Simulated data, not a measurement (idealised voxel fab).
process module | voxel released beams
cross-section cut | 295 nm wide | cells 5 nm
A cross-section is a grid of square cells, given in bands from the top down. A band is one or more rows of cells.
Each band's line starts with the height of the band's top and of its bottom, in nm. Then come its materials from left to right, each with its width in nm. One material with "throughout" fills the band from edge to edge. "air" is empty space.
Height 0 is the level under which the wafer as received is all one material. The lowest band goes on downwards, as in "0 down".
A width such as "30 to 40" changes by the same amount from each row of cells to the next, from the band's top row to its bottom row.
"no change" after a step means that no cell of the cross-section changed.
closed voids: empty space of 8 cells or more with no open way to the top, each as width x height at its distance from the left edge, in nm
after a step's settings: what the simulator itself notes on the step
overlay nm, on a step with a mask: how far to the right of its planned place the mask lay; to the left if negative
plan
1 op RECEIVE | material Si
2 op CONFORMAL_DEP | material Al2O3 | thk nm 5
3 op DIRECTIONAL_DEP | material SiO2 | thk nm 15
4 op DIRECTIONAL_DEP | material aC | thk nm 15
5 op PATTERN | tone open | mask id ANCHOR | material resist | width nm 40 | thk nm 35 | overlay nm 0
6 op DIRECTIONAL_ETCH | etch materials aC | depth nm 15
7 op STRIP | etch materials resist
8 op DIRECTIONAL_ETCH | etch materials SiO2 | depth nm 15
9 op STRIP | etch materials aC
10 op CONFORMAL_DEP | material SiN | thk nm 15
11 op DIRECTIONAL_DEP | material aC | thk nm 15
12 op PATTERN | tone cover | mask id BEAM | material resist | width nm 95 | thk nm 30 | overlay nm 0
13 op DIRECTIONAL_ETCH | etch materials aC | depth nm 15
14 op STRIP | etch materials resist
15 op DIRECTIONAL_ETCH | etch materials SiN | depth nm 15
16 op STRIP | etch materials aC
17 op STRIP | etch materials SiO2
as received, after step 1
  0 down: Si throughout
  closed voids: none
a wafer at the end: this start, this plan, one mistake
  50 to 35: air 95 | SiN 95 | air 105
  35 to 20: SiN throughout
  20 to 5: SiO2 100 | SiN 40 | SiO2 155
  5 to 0: Al2O3 throughout
  0 down: Si throughout
  closed voids: none
what went wrong: step 10 was run twice
